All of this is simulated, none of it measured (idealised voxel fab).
This is a process module. Its name is voxel self aligned contacts.
The width of the displayed cross-section, cut, is 295 nm; its cells are square, with a size of 5 nm.
In this document a cross-section is written as a grid of square cells. It is given as a series of bands, listed from the top down, and a band is one or more rows of cells.
Per band: top height and bottom height in nm, followed by the left-to-right materials and their widths in nm; "everywhere" marks a single material spanning edge to edge, "blank" marks empty space.
A quick word on heights: they are counted from 0, and under that level the wafer as it came to us is one material throughout. The lowest band is different from the rest in having no bottom; it simply continues downward, written as in "z 0 and below".
Graded width ("30 to 40"): value in top row of band = first number; value in bottom row = second number; row-to-row change constant.
A step reported as "no change occurred" is a step in which no cell of the cross-section changed.
This entry, "Enclosed internal voids", enumerates those empty regions of no fewer than 8 cells that possess no open connection to the top. Each region is reported in the form width x height at distance, the distance being taken from the left edge, with all three quantities expressed in nm.
Heads up: the bit after the settings on a step's line is the simulator's remark on that step.
The optional step-line setting "overlay nm" applies to steps with a mask and quantifies how far to the right of its planned location the mask lay, a negative value indicating leftward placement.

### Process steps - plan
1) RECEIVE (material Si)
2) CONFORMAL_DEP (material SiO2; thk nm 5)
3) DIRECTIONAL_DEP (material polySi; thk nm 30)
4) DIRECTIONAL_DEP (material SiN; thk nm 25)
5) MASKED_ETCH (tone cover; mask id GATE; width nm 30; pitch nm 75; etch materials SiN; depth nm 25; overlay nm 0)
6) MASKED_ETCH (tone cover; mask id GATE; width nm 30; pitch nm 75; etch materials polySi; depth nm 30; overlay nm 0)
7) CONFORMAL_DEP (material SiN; thk nm 10)
8) DIRECTIONAL_ETCH (etch materials SiN; depth nm 10)
9) FILL_DEP (material SiO2; thk nm 15)
10) CMP (height nm 65)
11) PATTERN (tone open; mask id CONTACT; material resist; width nm 55; pitch nm 75; thk nm 15; overlay nm 0)
12) DIRECTIONAL_ETCH (etch materials SiO2; depth nm 65)
13) STRIP (etch materials resist)
14) CONFORMAL_DEP (material TiN; thk nm 5)
15) FILL_DEP (material W; thk nm 10)
16) CMP (height nm 65)
17) CONFORMAL_DEP (material SiCN; thk nm 5)
Heads up: all these wafers start the same, and what changes between them is the thk nm in step 14. The value you see in the plan is just what the first wafer got.

### So this is the first of several wafers, cross-sectioned as it came to us, meaning it's at the end of step 1
> z 0 and below: Si everywhere
> Enclosed internal voids: none

### Once step 17, the last step, is complete, the module is at its end; this is the cross-section of the first of several wafers
> z 70 to 65: SiCN everywhere
> z 65 to 60: SiO2=80, then TiN=20, then W=15, then TiN=20, then SiO2=20, then TiN=20, then W=15, then TiN=20, then SiO2=85
> z 60 to 35: SiO2=45, then SiN=50, then TiN=5, then W=15, then TiN=5, then SiN=50, then TiN=5, then W=15, then TiN=5, then SiN=50, then SiO2=50
> z 35 to 5: SiO2=45, then SiN=10, then polySi=30, then SiN=10, then TiN=5, then W=15, then TiN=5, then SiN=10, then polySi=30, then SiN=10, then TiN=5, then W=15, then TiN=5, then SiN=10, then polySi=30, then SiN=10, then SiO2=50
> z 5 to 0: SiO2=95, then TiN=25, then SiO2=50, then TiN=25, then SiO2=100
> z 0 and below: Si everywhere
> Enclosed internal voids: none

### Showing the last wafer in cross-section at the end of the module
> z 70 to 65: SiCN everywhere
> z 65 to 60: SiO2=80, then TiN=55, then SiO2=20, then TiN=55, then SiO2=85
> z 60 to 35: SiO2=45, then SiN=50, then TiN=25, then SiN=50, then TiN=25, then SiN=50, then SiO2=50
> z 35 to 5: SiO2=45, then SiN=10, then polySi=30, then SiN=10, then TiN=25, then SiN=10, then polySi=30, then SiN=10, then TiN=25, then SiN=10, then polySi=30, then SiN=10, then SiO2=50
> z 5 to 0: SiO2=95, then TiN=25, then SiO2=50, then TiN=25, then SiO2=100
> z 0 and below: Si everywhere
> Enclosed internal voids: none

### Per wafer (row), end of module: delta in cells per material since receipt, (+) for gained, (-) for lost; closed voids after that
thk nm 5 | +59 SiCN | +222 SiN | +295 SiO2 | +70 TiN | +72 W | +108 polySi | Enclosed internal voids: none
thk nm 10 | +59 SiCN | +222 SiN | +295 SiO2 | +120 TiN | +22 W | +108 polySi | Enclosed internal voids: none
thk nm 15 | +59 SiCN | +222 SiN | +295 SiO2 | +142 TiN | +108 polySi | Enclosed internal voids: none
thk nm 20 | +59 SiCN | +222 SiN | +295 SiO2 | +142 TiN | +108 polySi | Enclosed internal voids: none
